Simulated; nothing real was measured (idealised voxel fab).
Process module in this document: voxel transistor to metal
Cross-section cut spans 200 nm and uses square cells 5 nm in size.
Cross-section layout: square cells on a grid; listed as bands, top to bottom; a band spans one or more cell rows. In this notation a band is specified by the heights of its top and bottom, in that order and in nm, after which its materials appear from left to right, each paired with its width in nm. The word "full width" attached to a single material means that material fills the band from edge to edge; the word "blank" stands for empty space. Convention: height 0 is the level below which the wafer, as received, is all one material. The lowest band does not terminate at the bottom but continues downward, represented as "z 0 and below". Width "30..40": first value at the band's top row of cells, second value at its bottom row, equal change from row to row. Take "no alterations made" at face value: in the step it is given for, the cross-section changed in none of its cells. Under "Enclosed void list" you'll find the enclosed gaps, the ones with no way out to the top, that are 8 cells or bigger; each reads width x height at distance, with distance counted from the left edge, everything in nm. It should be noted that, on the line of a given step, the content following the step's settings is a remark produced by the simulator itself with respect to that step. A step's line can hold "overlay nm"; with a mask on that step, the setting says how far right of the planned place the mask lay, while a negative setting says it lay to the left. Note: before/after cross-section pairs follow, one process step per pair, after-side truncated at the lowest changed band, step and settings given beneath. Different runs of this module on the same starting wafer may supply the pairs; a pair continues the one above only where the "Before the step" entry says so.

# Before the step
    z 35 to 25: SiO2 full width
    z 25 to 5: SiO2 75, HfO2 5, TiN 5, W 25, TiN 5, HfO2 5, SiO2 80
    z 5 to 0: SiO2 75, HfO2 5, TiN 35, HfO2 5, SiO2 80
    z 0 to -5: SiO2 70, pSi 5, HfO2 45, pSi 5, SiO2 75
    z -5 to -10: SiO2 35, pSi 40, Si 45, pSi 40, SiO2 40
    z -10 to -40: SiO2 35, Si 125, SiO2 40
    z -40 and below: Si full width
    Enclosed void list: none

# Post-Step Appearance
    z 50 to 35: resist 40, blank 20, resist 75, blank 20, resist 45
    Nothing below the height 35 has changed.
    Enclosed void list: none
Can you say which step sits between the two cross-sections above? PATTERN,tone open,mask id CONTACT,material resist,width nm 20,pitch nm 95,thk nm 15,overlay nm 0

Before the step: the state before this step is the cross-section shown after the step in the pair just above.

# Post-Step Appearance
    z 50 to 35: resist 40, blank 20, resist 75, blank 20, resist 45
    z 35 to 25: SiO2 40, blank 20, SiO2 75, blank 20, SiO2 45
    z 25 to 5: SiO2 40, blank 20, SiO2 15, HfO2 5, TiN 5, W 25, TiN 5, HfO2 5, SiO2 15, blank 20, SiO2 45
    z 5 to 0: SiO2 40, blank 20, SiO2 15, HfO2 5, TiN 35, HfO2 5, SiO2 15, blank 20, SiO2 45
    z 0 to -5: SiO2 40, blank 20, SiO2 10, pSi 5, HfO2 45, pSi 5, SiO2 10, blank 20, SiO2 45
    Nothing below the height -5 has changed.
    Enclosed void list: none
Can you say which step sits between the two cross-sections above? DIRECTIONAL_ETCH,etch materials SiO2,depth nm 40

Before the step: the state before this step is the cross-section shown after the step in the pair just above.

# Post-Step Appearance
    z 35 to 25: SiO2 40, blank 20, SiO2 75, blank 20, SiO2 45
    Nothing below the height 25 has changed.
    Enclosed void list: none
Can you say which step sits between the two cross-sections above? STRIP,etch materials resist

Before the step: the state before this step is the cross-section shown after the step in the pair just above.

# Post-Step Appearance
    z 40 to 35: TiN 45, blank 10, TiN 85, blank 10, TiN 50
    z 35 to 25: SiO2 40, TiN 5, blank 10, TiN 5, SiO2 75, TiN 5, blank 10, TiN 5, SiO2 45
    z 25 to 5: SiO2 40, TiN 5, blank 10, TiN 5, SiO2 15, HfO2 5, TiN 5, W 25, TiN 5, HfO2 5, SiO2 15, TiN 5, blank 10, TiN 5, SiO2 45
    z 5 to 0: SiO2 40, TiN 5, blank 10, TiN 5, SiO2 15, HfO2 5, TiN 35, HfO2 5, SiO2 15, TiN 5, blank 10, TiN 5, SiO2 45
    z 0 to -5: SiO2 40, TiN 20, SiO2 10, pSi 5, HfO2 45, pSi 5, SiO2 10, TiN 20, SiO2 45
    Nothing below the height -5 has changed.
    Enclosed void list: none
Can you say which step sits between the two cross-sections above? CONFORMAL_DEP,material TiN,thk nm 5

Before the step: the state before this step is the cross-section shown after the step in the pair just above.

# Post-Step Appearance
    z 50 to 40: W full width
    z 40 to 35: TiN 45, W 10, TiN 85, W 10, TiN 50
    z 35 to 25: SiO2 40, TiN 5, W 10, TiN 5, SiO2 75, TiN 5, W 10, TiN 5, SiO2 45
    z 25 to 5: SiO2 40, TiN 5, W 10, TiN 5, SiO2 15, HfO2 5, TiN 5, W 25, TiN 5, HfO2 5, SiO2 15, TiN 5, W 10, TiN 5, SiO2 45
    z 5 to 0: SiO2 40, TiN 5, W 10, TiN 5, SiO2 15, HfO2 5, TiN 35, HfO2 5, SiO2 15, TiN 5, W 10, TiN 5, SiO2 45
    Nothing below the height 0 has changed.
    Enclosed void list: none
Can you say which step sits between the two cross-sections above? FILL_DEP,material W,thk nm 10

Before the step: the state before this step is the cross-section shown after the step in the pair just above.

# Post-Step Appearance
    z 35 to 25: SiO2 40, TiN 5, W 10, TiN 5, SiO2 75, TiN 5, W 10, TiN 5, SiO2 45
    Nothing below the height 25 has changed.
    Enclosed void list: none
Can you say which step sits between the two cross-sections above? CMP,height nm 35

Before the step: the state before this step is the cross-section shown after the step in the pair just above.

# Post-Step Appearance
    z 40 to 35: TiN full width
    Nothing below the height 35 has changed.
    Enclosed void list: none
Can you say which step sits between the two cross-sections above? DIRECTIONAL_DEP,material TiN,thk nm 5

Before the step: the state before this step is the cross-section shown after the step in the pair just above.

# Post-Step Appearance
    z 55 to 40: Ru full width
    Nothing below the height 40 has changed.
    Enclosed void list: none
Can you say which step sits between the two cross-sections above? DIRECTIONAL_DEP,material Ru,thk nm 15

Before the step: the state before this step is the cross-section shown after the step in the pair just above.

# Post-Step Appearance
    z 55 to 40: blank 40, Ru 20, blank 75, Ru 20, blank 45
    Nothing below the height 40 has changed.
    Enclosed void list: none
Can you say which step sits between the two cross-sections above? MASKED_ETCH,tone cover,mask id METAL_1,width nm 20,pitch nm 95,etch materials Ru,depth nm 15,overlay nm 0

Before the step: the state before this step is the cross-section shown after the step in the pair just above.

# Post-Step Appearance
    z 55 to 40: blank 40, Ru 20, blank 75, Ru 20, blank 45
    z 40 to 35: blank 40, TiN 20, blank 75, TiN 20, blank 45
    Nothing below the height 35 has changed.
    Enclosed void list: none
Can you say which step sits between the two cross-sections above? MASKED_ETCH,tone cover,mask id METAL_1,width nm 20,pitch nm 95,etch materials TiN,depth nm 5,overlay nm 0

Before the step: the state before this step is the cross-section shown after the step in the pair just above.

# Post-Step Appearance
    z 60 to 55: blank 35, SiN 30, blank 65, SiN 30, blank 40
    z 55 to 40: blank 35, SiN 5, Ru 20, SiN 5, blank 65, SiN 5, Ru 20, SiN 5, blank 40
    z 40 to 35: SiN 40, TiN 20, SiN 75, TiN 20, SiN 45
    Nothing below the height 35 has changed.
    Enclosed void list: none
Can you say which step sits between the two cross-sections above? CONFORMAL_DEP,material SiN,thk nm 5

Before the step: the state before this step is the cross-section shown after the step in the pair just above.

# Post-Step Appearance
    z 65 to 60: lowk full width
    z 60 to 55: lowk 35, SiN 30, lowk 65, SiN 30, lowk 40
    z 55 to 40: lowk 35, SiN 5, Ru 20, SiN 5, lowk 65, SiN 5, Ru 20, SiN 5, lowk 40
    Nothing below the height 40 has changed.
    Enclosed void list: none
Can you say which step sits between the two cross-sections above? FILL_DEP,material lowk,thk nm 5

Before the step: the state before this step is the cross-section shown after the step in the pair just above.

# Post-Step Appearance
    z 55 to 40: lowk 35, SiN 5, Ru 20, SiN 5, lowk 65, SiN 5, Ru 20, SiN 5, lowk 40
    Nothing below the height 40 has changed.
    Enclosed void list: none
Can you say which step sits between the two cross-sections above? CMP,height nm 55

Before the step: the state before this step is the cross-section shown after the step in the pair just above.

# Post-Step Appearance
    z 60 to 55: SiCN full width
    Nothing below the height 55 has changed.
    Enclosed void list: none
Can you say which step sits between the two cross-sections above? CONFORMAL_DEP,material SiCN,thk nm 5

# Before the step
    z 15 to 5: blank 30, SiN 135, blank 35
    z 5 to 0: blank 30, SiO2 135, blank 35
    z 0 to -35: blank 30, Si 135, blank 35
    z -35 and below: Si full width
    Enclosed void list: none

# Post-Step Appearance
    z 15 to 5: blank 30, SiN 135, blank 35
    z 5 to 0: blank 30, SiO2 135, blank 35
    z 0 to -70: blank 30, Si 135, blank 35
    Nothing below the height -70 has changed.
    Enclosed void list: none
Can you say which step sits between the two cross-sections above? MASKED_ETCH,tone cover,mask id ACTIVE,width nm 135,etch materials Si,depth nm 35,overlay nm 0

Before the step: the state before this step is the cross-section shown after the step in the pair just above.

# Post-Step Appearance
    z 15 to 5: blank 30, SiN 135, blank 35
    z 5 to 0: blank 30, SiO2 135, blank 35
    z 0 to -70: blank 30, SiO2 5, Si 125, SiO2 5, blank 35
    z -70 to -75: SiO2 35, Si 125, SiO2 40
    Nothing below the height -75 has changed.
    Enclosed void list: none
Can you say which step sits between the two cross-sections above? OXIDIZE,depth nm 5

Before the step: the state before this step is the cross-section shown after the step in the pair just above.

# Post-Step Appearance
    z 25 to 15: SiO2 full width
    z 15 to 5: SiO2 30, SiN 135, SiO2 35
    z 5 to 0: SiO2 full width
    z 0 to -75: SiO2 35, Si 125, SiO2 40
    Nothing below the height -75 has changed.
    Enclosed void list: none
Can you say which step sits between the two cross-sections above? FILL_DEP,material SiO2,thk nm 10

Before the step: the state before this step is the cross-section shown after the step in the pair just above.

# Post-Step Appearance
    z 15 to 5: SiO2 30, SiN 135, SiO2 35
    Nothing below the height 5 has changed.
    Enclosed void list: none
Can you say which step sits between the two cross-sections above? CMP,height nm 15

Before the step: the state before this step is the cross-section shown after the step in the pair just above.

# Post-Step Appearance
    z 15 to 10: blank 30, SiN 135, blank 35
    Nothing below the height 10 has changed.
    Enclosed void list: none
Can you say which step sits between the two cross-sections above? SELECTIVE_ETCH,etch materials SiO2,depth nm 5

Before the step: the state before this step is the cross-section shown after the step in the pair just above.

# Post-Step Appearance
    z 10 to 5: SiO2 30, blank 135, SiO2 35
    Nothing below the height 5 has changed.
    Enclosed void list: none
Can you say which step sits between the two cross-sections above? STRIP,etch materials SiN

Before the step: the state before this step is the cross-section shown after the step in the pair just above.

# Post-Step Appearance
    z 5 to 0: SiO2 25, blank 145, SiO2 30
    Nothing below the height 0 has changed.
    Enclosed void list: none
Can you say which step sits between the two cross-sections above? SELECTIVE_ETCH,etch materials SiO2,depth nm 5

Before the step: the state before this step is the cross-section shown after the step in the pair just above.

# Post-Step Appearance
    z 5 to 0: SiO2 25, blank 145, SiO2 30
    z 0 to -5: SiO2 full width
    Nothing below the height -5 has changed.
    Enclosed void list: none
Can you say which step sits between the two cross-sections above? OXIDIZE,depth nm 5

Before the step: the state before this step is the cross-section shown after the step in the pair just above.

# Post-Step Appearance
    z 35 to 30: polySi 25, blank 145, polySi 30
    z 30 to 5: polySi full width
    z 5 to 0: SiO2 25, polySi 145, SiO2 30
    Nothing below the height 0 has changed.
    Enclosed void list: none
Can you say which step sits between the two cross-sections above? DIRECTIONAL_DEP,material polySi,thk nm 30

Before the step: the state before this step is the cross-section shown after the step in the pair just above.

# Post-Step Appearance
    z 50 to 45: SiCN 25, blank 145, SiCN 30
    z 45 to 35: SiCN full width
    z 35 to 30: polySi 25, SiCN 145, polySi 30
    Nothing below the height 30 has changed.
    Enclosed void list: none
Can you say which step sits between the two cross-sections above? DIRECTIONAL_DEP,material SiCN,thk nm 15

Before the step: the state before this step is the cross-section shown after the step in the pair just above.

# Post-Step Appearance
    z 65 to 60: aC 25, blank 145, aC 30
    z 60 to 50: aC full width
    z 50 to 45: SiCN 25, aC 145, SiCN 30
    Nothing below the height 45 has changed.
    Enclosed void list: none
Can you say which step sits between the two cross-sections above? DIRECTIONAL_DEP,material aC,thk nm 15

Before the step: the state before this step is the cross-section shown after the step in the pair just above.

# Post-Step Appearance
    z 100 to 65: blank 80, resist 35, blank 85
    z 65 to 60: aC 25, blank 55, resist 35, blank 55, aC 30
    Nothing below the height 60 has changed.
    Enclosed void list: none
Can you say which step sits between the two cross-sections above? PATTERN,tone cover,mask id GATE,material resist,width nm 35,thk nm 35,overlay nm 0

Before the step: the state before this step is the cross-section shown after the step in the pair just above.

# Post-Step Appearance
    z 85 to 60: blank 80, resist 35, blank 85
    z 60 to 50: blank 80, aC 35, blank 85
    z 50 to 45: SiCN 25, blank 55, aC 35, blank 55, SiCN 30
    Nothing below the height 45 has changed.
    Enclosed void list: none
Can you say which step sits between the two cross-sections above? DIRECTIONAL_ETCH,etch materials aC,depth nm 15

Before the step: the state before this step is the cross-section shown after the step in the pair just above.

# Post-Step Appearance
    z 60 to 50: blank 80, aC 35, blank 85
    Nothing below the height 50 has changed.
    Enclosed void list: none
Can you say which step sits between the two cross-sections above? STRIP,etch materials resist

Before the step: the state before this step is the cross-section shown after the step in the pair just above.

# Post-Step Appearance
    z 60 to 45: blank 80, aC 35, blank 85
    z 45 to 35: blank 80, SiCN 35, blank 85
    z 35 to 30: polySi 25, blank 55, SiCN 35, blank 55, polySi 30
    Nothing below the height 30 has changed.
    Enclosed void list: none
Can you say which step sits between the two cross-sections above? DIRECTIONAL_ETCH,etch materials SiCN,depth nm 25

Before the step: the state before this step is the cross-section shown after the step in the pair just above.

# Post-Step Appearance
    z 60 to 45: blank 80, aC 35, blank 85
    z 45 to 30: blank 80, SiCN 35, blank 85
    z 30 to 5: blank 80, polySi 35, blank 85
    z 5 to 0: SiO2 25, blank 55, polySi 35, blank 55, SiO2 30
    Nothing below the height 0 has changed.
    Enclosed void list: none
Can you say which step sits between the two cross-sections above? DIRECTIONAL_ETCH,etch materials polySi,depth nm 40

Before the step: the state before this step is the cross-section shown after the step in the pair just above.

# Post-Step Appearance
    z 45 to 30: blank 80, SiCN 35, blank 85
    Nothing below the height 30 has changed.
    Enclosed void list: none
Can you say which step sits between the two cross-sections above? STRIP,etch materials aC

Before the step: the state before this step is the cross-section shown after the step in the pair just above.

# Post-Step Appearance
    z 50 to 45: blank 75, SiO2 45, blank 80
    z 45 to 30: blank 75, SiO2 5, SiCN 35, SiO2 5, blank 80
    z 30 to 10: blank 75, SiO2 5, polySi 35, SiO2 5, blank 80
    z 10 to 5: SiO2 30, blank 45, SiO2 5, polySi 35, SiO2 5, blank 45, SiO2 35
    z 5 to 0: SiO2 80, polySi 35, SiO2 85
    Nothing below the height 0 has changed.
    Enclosed void list: none
Can you say which step sits between the two cross-sections above? CONFORMAL_DEP,material SiO2,thk nm 5

Before the step: the state before this step is the cross-section shown after the step in the pair just above.

# Post-Step Appearance
    z 45 to 30: blank 75, SiO2 5, SiCN 35, SiO2 5, blank 80
    z 30 to 5: blank 75, SiO2 5, polySi 35, SiO2 5, blank 80
    z 5 to 0: SiO2 30, blank 45, SiO2 5, polySi 35, SiO2 5, blank 45, SiO2 35
    Nothing below the height 0 has changed.
    Enclosed void list: none
Can you say which step sits between the two cross-sections above? DIRECTIONAL_ETCH,etch materials SiO2,depth nm 5

Before the step: the state before this step is the cross-section shown after the step in the pair just above.

# Post-Step Appearance
    z 55 to 45: blank 65, SiN 65, blank 70
    z 45 to 30: blank 65, SiN 10, SiO2 5, SiCN 35, SiO2 5, SiN 10, blank 70
    z 30 to 15: blank 65, SiN 10, SiO2 5, polySi 35, SiO2 5, SiN 10, blank 70
    z 15 to 10: SiN 40, blank 25, SiN 10, SiO2 5, polySi 35, SiO2 5, SiN 10, blank 25, SiN 45
    z 10 to 5: SiN 75, SiO2 5, polySi 35, SiO2 5, SiN 80
    z 5 to 0: SiO2 30, SiN 45, SiO2 5, polySi 35, SiO2 5, SiN 45, SiO2 35
    Nothing below the height 0 has changed.
    Enclosed void list: none
Can you say which step sits between the two cross-sections above? CONFORMAL_DEP,material SiN,thk nm 10

Before the step: the state before this step is the cross-section shown after the step in the pair just above.

# Post-Step Appearance
    z 45 to 30: blank 65, SiN 10, SiO2 5, SiCN 35, SiO2 5, SiN 10, blank 70
    z 30 to 5: blank 65, SiN 10, SiO2 5, polySi 35, SiO2 5, SiN 10, blank 70
    z 5 to 0: SiO2 30, SiN 10, blank 25, SiN 10, SiO2 5, polySi 35, SiO2 5, SiN 10, blank 25, SiN 10, SiO2 35
    Nothing below the height 0 has changed.
    Enclosed void list: none
Can you say which step sits between the two cross-sections above? DIRECTIONAL_ETCH,etch materials SiN,depth nm 10

Before the step: the state before this step is the cross-section shown after the step in the pair just above.

# Post-Step Appearance
    z 45 to 40: blank 65, SiN 10, blank 5, SiCN 35, blank 5, SiN 10, blank 70
    z 40 to 30: blank 65, SiN 10, SiO2 5, SiCN 35, SiO2 5, SiN 10, blank 70
    z 30 to 5: blank 65, SiN 10, SiO2 5, polySi 35, SiO2 5, SiN 10, blank 70
    z 5 to 0: blank 30, SiN 10, blank 25, SiN 10, SiO2 5, polySi 35, SiO2 5, SiN 10, blank 25, SiN 10, blank 35
    z 0 to -5: SiO2 40, blank 25, SiO2 65, blank 25, SiO2 45
    Nothing below the height -5 has changed.
    Enclosed void list: none
Can you say which step sits between the two cross-sections above? DIRECTIONAL_ETCH,etch materials SiO2,depth nm 5

Before the step: the state before this step is the cross-section shown after the step in the pair just above.

# Post-Step Appearance
    z 45 to 40: blank 65, SiN 10, blank 5, SiCN 35, blank 5, SiN 10, blank 70
    z 40 to 30: blank 65, SiN 10, SiO2 5, SiCN 35, SiO2 5, SiN 10, blank 70
    z 30 to 5: blank 65, SiN 10, SiO2 5, polySi 35, SiO2 5, SiN 10, blank 70
    z 5 to 0: blank 30, SiN 10, blank 25, SiN 10, SiO2 5, polySi 35, SiO2 5, SiN 10, blank 25, SiN 10, blank 35
    z 0 to -5: SiO2 40, blank 25, SiO2 65, blank 25, SiO2 45
    z -5 to -10: SiO2 35, Si 5, blank 25, Si 65, blank 25, Si 5, SiO2 40
    Nothing below the height -10 has changed.
    Enclosed void list: none
Can you say which step sits between the two cross-sections above? DIRECTIONAL_ETCH,etch materials Si,depth nm 5

Before the step: the state before this step is the cross-section shown after the step in the pair just above.

# Post-Step Appearance
    z 45 to 40: blank 65, SiN 10, blank 5, SiCN 35, blank 5, SiN 10, blank 70
    z 40 to 30: blank 65, SiN 10, SiO2 5, SiCN 35, SiO2 5, SiN 10, blank 70
    z 30 to 5: blank 65, SiN 10, SiO2 5, polySi 35, SiO2 5, SiN 10, blank 70
    z 5 to 0: blank 30, SiN 10, blank 25, SiN 10, SiO2 5, polySi 35, SiO2 5, SiN 10, blank 25, SiN 10, blank 35
    z 0 to -5: SiO2 40, pSi 5, blank 15, pSi 5, SiO2 65, pSi 5, blank 15, pSi 5, SiO2 45
    z -5 to -10: SiO2 35, Si 5, pSi 25, Si 65, pSi 25, Si 5, SiO2 40
    Nothing below the height -10 has changed.
    Enclosed void list: none
Can you say which step sits between the two cross-sections above? EPI,material pSi,thk nm 5

Before the step: the state before this step is the cross-section shown after the step in the pair just above.

# Post-Step Appearance
    z 50 to 45: SiO2 full width
    z 45 to 30: SiO2 65, SiN 10, SiO2 5, SiCN 35, SiO2 5, SiN 10, SiO2 70
    z 30 to 5: SiO2 65, SiN 10, SiO2 5, polySi 35, SiO2 5, SiN 10, SiO2 70
    z 5 to 0: SiO2 30, SiN 10, SiO2 25, SiN 10, SiO2 5, polySi 35, SiO2 5, SiN 10, SiO2 25, SiN 10, SiO2 35
    z 0 to -5: SiO2 40, pSi 5, SiO2 15, pSi 5, SiO2 65, pSi 5, SiO2 15, pSi 5, SiO2 45
    Nothing below the height -5 has changed.
    Enclosed void list: none
Can you say which step sits between the two cross-sections above? FILL_DEP,material SiO2,thk nm 5

Before the step: the state before this step is the cross-section shown after the step in the pair just above.

# Post-Step Appearance
    z 30 to 5: SiO2 65, SiN 10, SiO2 5, polySi 35, SiO2 5, SiN 10, SiO2 70
    Nothing below the height 5 has changed.
    Enclosed void list: none
Can you say which step sits between the two cross-sections above? CMP,height nm 30

Before the step: the state before this step is the cross-section shown after the step in the pair just above.

# Post-Step Appearance
    z 30 to 5: SiO2 65, SiN 10, SiO2 5, blank 35, SiO2 5, SiN 10, SiO2 70
    z 5 to 0: SiO2 30, SiN 10, SiO2 25, SiN 10, SiO2 5, blank 35, SiO2 5, SiN 10, SiO2 25, SiN 10, SiO2 35
    Nothing below the height 0 has changed.
    Enclosed void list: none
Can you say which step sits between the two cross-sections above? STRIP,etch materials polySi

Before the step: the state before this step is the cross-section shown after the step in the pair just above.

# Post-Step Appearance
    z 30 to 25: blank 65, SiN 10, blank 45, SiN 10, blank 70
    z 25 to 5: SiO2 65, SiN 10, blank 45, SiN 10, SiO2 70
    z 5 to 0: SiO2 30, SiN 10, SiO2 25, SiN 10, blank 45, SiN 10, SiO2 25, SiN 10, SiO2 35
    z 0 to -5: SiO2 40, pSi 5, SiO2 15, pSi 5, SiO2 10, blank 45, SiO2 10, pSi 5, SiO2 15, pSi 5, SiO2 45
    Nothing below the height -5 has changed.
    Enclosed void list: none
Can you say which step sits between the two cross-sections above? SELECTIVE_ETCH,etch materials SiO2,depth nm 5

Before the step: the state before this step is the cross-section shown after the step in the pair just above.

# Post-Step Appearance
    z 35 to 30: blank 60, HfO2 20, blank 35, HfO2 20, blank 65
    z 30 to 25: HfO2 65, SiN 10, HfO2 5, blank 35, HfO2 5, SiN 10, HfO2 70
    z 25 to 5: SiO2 65, SiN 10, HfO2 5, blank 35, HfO2 5, SiN 10, SiO2 70
    z 5 to 0: SiO2 30, SiN 10, SiO2 25, SiN 10, HfO2 5, blank 35, HfO2 5, SiN 10, SiO2 25, SiN 10, SiO2 35
    z 0 to -5: SiO2 40, pSi 5, SiO2 15, pSi 5, SiO2 10, HfO2 45, SiO2 10, pSi 5, SiO2 15, pSi 5, SiO2 45
    Nothing below the height -5 has changed.
    Enclosed void list: none
Can you say which step sits between the two cross-sections above? CONFORMAL_DEP,material HfO2,thk nm 5

Before the step: the state before this step is the cross-section shown after the step in the pair just above.

# Post-Step Appearance
    z 40 to 35: blank 55, TiN 30, blank 25, TiN 30, blank 60
    z 35 to 30: TiN 60, HfO2 20, TiN 5, blank 25, TiN 5, HfO2 20, TiN 65
    z 30 to 25: HfO2 65, SiN 10, HfO2 5, TiN 5, blank 25, TiN 5, HfO2 5, SiN 10, HfO2 70
    z 25 to 5: SiO2 65, SiN 10, HfO2 5, TiN 5, blank 25, TiN 5, HfO2 5, SiN 10, SiO2 70
    z 5 to 0: SiO2 30, SiN 10, SiO2 25, SiN 10, HfO2 5, TiN 35, HfO2 5, SiN 10, SiO2 25, SiN 10, SiO2 35
    Nothing below the height 0 has changed.
    Enclosed void list: none
Can you say which step sits between the two cross-sections above? CONFORMAL_DEP,material TiN,thk nm 5

Before the step: the state before this step is the cross-section shown after the step in the pair just above.

# Post-Step Appearance
    z 45 to 40: W full width
    z 40 to 35: W 55, TiN 30, W 25, TiN 30, W 60
    z 35 to 30: TiN 60, HfO2 20, TiN 5, W 25, TiN 5, HfO2 20, TiN 65
    z 30 to 25: HfO2 65, SiN 10, HfO2 5, TiN 5, W 25, TiN 5, HfO2 5, SiN 10, HfO2 70
    z 25 to 5: SiO2 65, SiN 10, HfO2 5, TiN 5, W 25, TiN 5, HfO2 5, SiN 10, SiO2 70
    Nothing below the height 5 has changed.
    Enclosed void list: none
Can you say which step sits between the two cross-sections above? FILL_DEP,material W,thk nm 5

Before the step: the state before this step is the cross-section shown after the step in the pair just above.

# Post-Step Appearance
    z 25 to 5: SiO2 65, SiN 10, HfO2 5, TiN 5, W 25, TiN 5, HfO2 5, SiN 10, SiO2 70
    Nothing below the height 5 has changed.
    Enclosed void list: none
Can you say which step sits between the two cross-sections above? CMP,height nm 25

Before the step: the state before this step is the cross-section shown after the step in the pair just above.

# Post-Step Appearance
    z 35 to 25: SiO2 full width
    Nothing below the height 25 has changed.
    Enclosed void list: none
Can you say which step sits between the two cross-sections above? DIRECTIONAL_DEP,material SiO2,thk nm 10

Before the step: the state before this step is the cross-section shown after the step in the pair just above.

# Post-Step Appearance
    z 50 to 35: resist 40, blank 20, resist 75, blank 20, resist 45
    Nothing below the height 35 has changed.
    Enclosed void list: none
Can you say which step sits between the two cross-sections above? PATTERN,tone open,mask id CONTACT,material resist,width nm 20,pitch nm 95,thk nm 15,overlay nm 0

Before the step: the state before this step is the cross-section shown after the step in the pair just above.

# Post-Step Appearance
    z 50 to 35: resist 40, blank 20, resist 75, blank 20, resist 45
    z 35 to 25: SiO2 40, blank 20, SiO2 75, blank 20, SiO2 45
    z 25 to 5: SiO2 40, blank 20, SiO2 5, SiN 10, HfO2 5, TiN 5, W 25, TiN 5, HfO2 5, SiN 10, SiO2 5, blank 20, SiO2 45
    z 5 to 0: SiO2 30, SiN 10, blank 20, SiO2 5, SiN 10, HfO2 5, TiN 35, HfO2 5, SiN 10, SiO2 5, blank 20, SiN 10, SiO2 35
    z 0 to -5: SiO2 40, pSi 5, blank 15, pSi 5, SiO2 10, HfO2 45, SiO2 10, pSi 5, blank 15, pSi 5, SiO2 45
    Nothing below the height -5 has changed.
    Enclosed void list: none
Can you say which step sits between the two cross-sections above? DIRECTIONAL_ETCH,etch materials SiO2,depth nm 40

Before the step: the state before this step is the cross-section shown after the step in the pair just above.

# Post-Step Appearance
    z 35 to 25: SiO2 40, blank 20, SiO2 75, blank 20, SiO2 45
    Nothing below the height 25 has changed.
    Enclosed void list: none
Can you say which step sits between the two cross-sections above? STRIP,etch materials resist

Before the step: the state before this step is the cross-section shown after the step in the pair just above.

# Post-Step Appearance
    z 40 to 35: TiN 45, blank 10, TiN 85, blank 10, TiN 50
    z 35 to 25: SiO2 40, TiN 5, blank 10, TiN 5, SiO2 75, TiN 5, blank 10, TiN 5, SiO2 45
    z 25 to 5: SiO2 40, TiN 5, blank 10, TiN 5, SiO2 5, SiN 10, HfO2 5, TiN 5, W 25, TiN 5, HfO2 5, SiN 10, SiO2 5, TiN 5, blank 10, TiN 5, SiO2 45
    z 5 to 0: SiO2 30, SiN 10, TiN 10, blank 5, TiN 5, SiO2 5, SiN 10, HfO2 5, TiN 35, HfO2 5, SiN 10, SiO2 5, TiN 5, blank 5, TiN 10, SiN 10, SiO2 35
    z 0 to -5: SiO2 40, pSi 5, TiN 15, pSi 5, SiO2 10, HfO2 45, SiO2 10, pSi 5, TiN 15, pSi 5, SiO2 45
    Nothing below the height -5 has changed.
    Enclosed void list: none
Can you say which step sits between the two cross-sections above? CONFORMAL_DEP,material TiN,thk nm 5

Before the step: the state before this step is the cross-section shown after the step in the pair just above.

# Post-Step Appearance
    z 50 to 40: W full width
    z 40 to 35: TiN 45, W 10, TiN 85, W 10, TiN 50
    z 35 to 25: SiO2 40, TiN 5, W 10, TiN 5, SiO2 75, TiN 5, W 10, TiN 5, SiO2 45
    z 25 to 5: SiO2 40, TiN 5, W 10, TiN 5, SiO2 5, SiN 10, HfO2 5, TiN 5, W 25, TiN 5, HfO2 5, SiN 10, SiO2 5, TiN 5, W 10, TiN 5, SiO2 45
    z 5 to 0: SiO2 30, SiN 10, TiN 10, W 5, TiN 5, SiO2 5, SiN 10, HfO2 5, TiN 35, HfO2 5, SiN 10, SiO2 5, TiN 5, W 5, TiN 10, SiN 10, SiO2 35
    Nothing below the height 0 has changed.
    Enclosed void list: none
Can you say which step sits between the two cross-sections above? FILL_DEP,material W,thk nm 10

Before the step: the state before this step is the cross-section shown after the step in the pair just above.

# Post-Step Appearance
    z 35 to 25: SiO2 40, TiN 5, W 10, TiN 5, SiO2 75, TiN 5, W 10, TiN 5, SiO2 45
    Nothing below the height 25 has changed.
    Enclosed void list: none
Can you say which step sits between the two cross-sections above? CMP,height nm 35

Before the step: the state before this step is the cross-section shown after the step in the pair just above.

# Post-Step Appearance
    z 40 to 35: TiN full width
    Nothing below the height 35 has changed.
    Enclosed void list: none
Can you say which step sits between the two cross-sections above? DIRECTIONAL_DEP,material TiN,thk nm 5

Before the step: the state before this step is the cross-section shown after the step in the pair just above.

# Post-Step Appearance
    z 55 to 40: Ru full width
    Nothing below the height 40 has changed.
    Enclosed void list: none
Can you say which step sits between the two cross-sections above? DIRECTIONAL_DEP,material Ru,thk nm 15

Before the step: the state before this step is the cross-section shown after the step in the pair just above.

# Post-Step Appearance
    z 55 to 40: blank 40, Ru 20, blank 75, Ru 20, blank 45
    Nothing below the height 40 has changed.
    Enclosed void list: none
Can you say which step sits between the two cross-sections above? MASKED_ETCH,tone cover,mask id METAL_1,width nm 20,pitch nm 95,etch materials Ru,depth nm 15,overlay nm 0

Before the step: the state before this step is the cross-section shown after the step in the pair just above.

# Post-Step Appearance
    z 55 to 40: blank 40, Ru 20, blank 75, Ru 20, blank 45
    z 40 to 35: blank 40, TiN 20, blank 75, TiN 20, blank 45
    Nothing below the height 35 has changed.
    Enclosed void list: none
Can you say which step sits between the two cross-sections above? MASKED_ETCH,tone cover,mask id METAL_1,width nm 20,pitch nm 95,etch materials TiN,depth nm 5,overlay nm 0

Before the step: the state before this step is the cross-section shown after the step in the pair just above.

# Post-Step Appearance
    z 60 to 55: blank 35, SiN 30, blank 65, SiN 30, blank 40
    z 55 to 40: blank 35, SiN 5, Ru 20, SiN 5, blank 65, SiN 5, Ru 20, SiN 5, blank 40
    z 40 to 35: SiN 40, TiN 20, SiN 75, TiN 20, SiN 45
    Nothing below the height 35 has changed.
    Enclosed void list: none
Can you say which step sits between the two cross-sections above? CONFORMAL_DEP,material SiN,thk nm 5

Before the step: the state before this step is the cross-section shown after the step in the pair just above.

# Post-Step Appearance
    z 65 to 60: lowk full width
    z 60 to 55: lowk 35, SiN 30, lowk 65, SiN 30, lowk 40
    z 55 to 40: lowk 35, SiN 5, Ru 20, SiN 5, lowk 65, SiN 5, Ru 20, SiN 5, lowk 40
    Nothing below the height 40 has changed.
    Enclosed void list: none
Can you say which step sits between the two cross-sections above? FILL_DEP,material lowk,thk nm 5

Before the step: the state before this step is the cross-section shown after the step in the pair just above.

# Post-Step Appearance
    z 55 to 40: lowk 35, SiN 5, Ru 20, SiN 5, lowk 65, SiN 5, Ru 20, SiN 5, lowk 40
    Nothing below the height 40 has changed.
    Enclosed void list: none
Can you say which step sits between the two cross-sections above? CMP,height nm 55

Before the step: the state before this step is the cross-section shown after the step in the pair just above.

# Post-Step Appearance
    z 60 to 55: SiCN full width
    Nothing below the height 55 has changed.
    Enclosed void list: none
Can you say which step sits between the two cross-sections above? CONFORMAL_DEP,material SiCN,thk nm 5
